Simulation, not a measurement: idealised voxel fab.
The process module that follows is named voxel ribs on slabs.
The width of the displayed cross-section, cut, is 240 nm; its cells are square, with a size of 5 nm.
Think of the cross-section as a grid of square cells. We describe it in bands, top to bottom, and each band covers one or more rows of those cells. Read a band's entry like this: the first values are the height of its top and the height of its bottom in nm, and what follows is the sequence of materials from left to right, each with its width in nm. Note that "air" is empty space, and that a single material marked "all across" reaches across the band from edge to edge. Height reference: 0 = level under which incoming wafer is all one material. Lowest band: no bottom, runs on downward, e.g. "0 -> down". Quick explanation for "30 to 40": the width changes in equal steps down the rows of cells, from the first number in the band's top row to the second number in its bottom row. "all unchanged" means the step left every cell of the cross-section as it was. Basically, "Enclosed empty spaces" tells you about the enclosed voids: empty spaces with no open way to the top, 8 cells or bigger, each written width x height at distance, where distance is from the left edge, all in nm. Anything after a step's settings on that line? It's the simulator's own note about the step. A step's line can hold "overlay nm"; with a mask on that step, the setting says how far right of the planned place the mask lay, while a negative setting says it lay to the left.
**This section lists the process steps that were planned**
1,RECEIVE [material Si]
2,DIRECTIONAL_DEP [material SiO2] [thk nm 30]
3,DIRECTIONAL_DEP [material SiN] [thk nm 20]
4,MASKED_ETCH [tone cover] [mask id RIB] [width nm 25] [etch materials SiN] [depth nm 5] [overlay nm 0]
5,PATTERN [tone cover] [mask id SLAB] [material resist] [width nm 65] [thk nm 20] [overlay nm 0]
6,DIRECTIONAL_ETCH [etch materials SiN] [depth nm 15]
7,STRIP [etch materials resist]
8,FILL_DEP [material SiO2] [thk nm 15]
9,CMP [height nm 60]
10,DIRECTIONAL_DEP [material TiN] [thk nm 5]
11,DIRECTIONAL_DEP [material aC] [thk nm 10]
12,PATTERN [tone cover] [mask id HEATER] [material resist] [width nm 35] [thk nm 25] [overlay nm 0]
13,DIRECTIONAL_ETCH [etch materials aC] [depth nm 10]
14,STRIP [etch materials resist]
15,DIRECTIONAL_ETCH [etch materials TiN] [depth nm 5]
16,STRIP [etch materials aC]
17,CONFORMAL_DEP [material SiO2] [thk nm 10]
**The first of the two wafers, which ran as planned**
**The cross-section here shows the wafer as received, i.e. in its state after step 1**
0 -> down = Si all across
Enclosed empty spaces: none
**Cross-section of the wafer subsequent to step 2**
30 -> 0 = SiO2 all across
All layers under 0 are left as they were.
**Cross-section of the wafer subsequent to step 3**
50 -> 30 = SiN all across
All layers under 30 are left as they were.
**Cross-section of the wafer subsequent to step 4**
50 -> 45 = air 105, SiN 25, air 110
All layers under 45 are left as they were.
**Cross-section of the wafer subsequent to step 5**
70 -> 50 = air 85, resist 65, air 90
50 -> 45 = air 85, resist 20, SiN 25, resist 20, air 90
All layers under 45 are left as they were.
**Cross-section of the wafer subsequent to step 6**
70 -> 50 = air 85, resist 65, air 90
50 -> 45 = air 85, resist 20, SiN 25, resist 20, air 90
45 -> 30 = air 85, SiN 65, air 90
All layers under 30 are left as they were.
**Cross-section of the wafer subsequent to step 7**
50 -> 45 = air 105, SiN 25, air 110
All layers under 45 are left as they were.
**Cross-section of the wafer subsequent to step 8**
65 -> 50 = SiO2 all across
50 -> 45 = SiO2 105, SiN 25, SiO2 110
45 -> 30 = SiO2 85, SiN 65, SiO2 90
All layers under 30 are left as they were.
**Cross-section of the wafer subsequent to step 9**
60 -> 50 = SiO2 all across
All layers under 50 are left as they were.
**Cross-section of the wafer subsequent to step 10**
65 -> 60 = TiN all across
All layers under 60 are left as they were.
**Cross-section of the wafer subsequent to step 11**
75 -> 65 = aC all across
All layers under 65 are left as they were.
**Cross-section of the wafer subsequent to step 12**
100 -> 75 = air 100, resist 35, air 105
All layers under 75 are left as they were.
**Cross-section of the wafer subsequent to step 13**
90 -> 75 = air 100, resist 35, air 105
75 -> 65 = air 100, aC 35, air 105
All layers under 65 are left as they were.
**Cross-section of the wafer subsequent to step 14**
75 -> 65 = air 100, aC 35, air 105
All layers under 65 are left as they were.
**Cross-section of the wafer subsequent to step 15**
75 -> 65 = air 100, aC 35, air 105
65 -> 60 = air 100, TiN 35, air 105
All layers under 60 are left as they were.
**Cross-section of the wafer subsequent to step 16**
65 -> 60 = air 100, TiN 35, air 105
All layers under 60 are left as they were.
**Cross-section of the wafer subsequent to step 17**
75 -> 70 = air 90, SiO2 55, air 95
70 -> 65 = SiO2 all across
65 -> 60 = SiO2 100, TiN 35, SiO2 105
All layers under 60 are left as they were.
**Wafer two of the pair: same origin, same plan, one error during the run; identical to wafer one up to and including step 1**
**X-section, second wafer, when step 2 was due to finish**
20 -> 0 = SiN all across
All layers under 0 are left as they were.
**X-section, second wafer, when step 3 was due to finish**
50 -> 20 = SiO2 all across
All layers under 20 are left as they were.
X-section, second wafer, when step 4 was due to finish: all unchanged
**X-section, second wafer, when step 5 was due to finish**
70 -> 50 = air 85, resist 65, air 90
All layers under 50 are left as they were.
X-section, second wafer, when step 6 was due to finish: all unchanged
**X-section, second wafer, when step 7 was due to finish**
50 -> 20 = SiO2 all across
All layers under 20 are left as they were.
**X-section, second wafer, when step 8 was due to finish**
65 -> 20 = SiO2 all across
All layers under 20 are left as they were.
**X-section, second wafer, when step 9 was due to finish**
60 -> 20 = SiO2 all across
All layers under 20 are left as they were.
**X-section, second wafer, when step 10 was due to finish**
65 -> 60 = TiN all across
All layers under 60 are left as they were.
**X-section, second wafer, when step 11 was due to finish**
75 -> 65 = aC all across
All layers under 65 are left as they were.
**X-section, second wafer, when step 12 was due to finish**
100 -> 75 = air 100, resist 35, air 105
All layers under 75 are left as they were.
**X-section, second wafer, when step 13 was due to finish**
90 -> 75 = air 100, resist 35, air 105
75 -> 65 = air 100, aC 35, air 105
All layers under 65 are left as they were.
**X-section, second wafer, when step 14 was due to finish**
75 -> 65 = air 100, aC 35, air 105
All layers under 65 are left as they were.
**X-section, second wafer, when step 15 was due to finish**
75 -> 65 = air 100, aC 35, air 105
65 -> 60 = air 100, TiN 35, air 105
All layers under 60 are left as they were.
**X-section, second wafer, when step 16 was due to finish**
65 -> 60 = air 100, TiN 35, air 105
All layers under 60 are left as they were.
**X-section, second wafer, when step 17 was due to finish**
75 -> 70 = air 90, SiO2 55, air 95
70 -> 65 = SiO2 all across
65 -> 60 = SiO2 100, TiN 35, SiO2 105
All layers under 60 are left as they were.
What was the processing mistake? ran 2 and 3 in swapped order versus the plan
Final difference in cells, second wafer against first, listed per material as more or fewer: SiN: 148 more, SiO2: 148 fewer
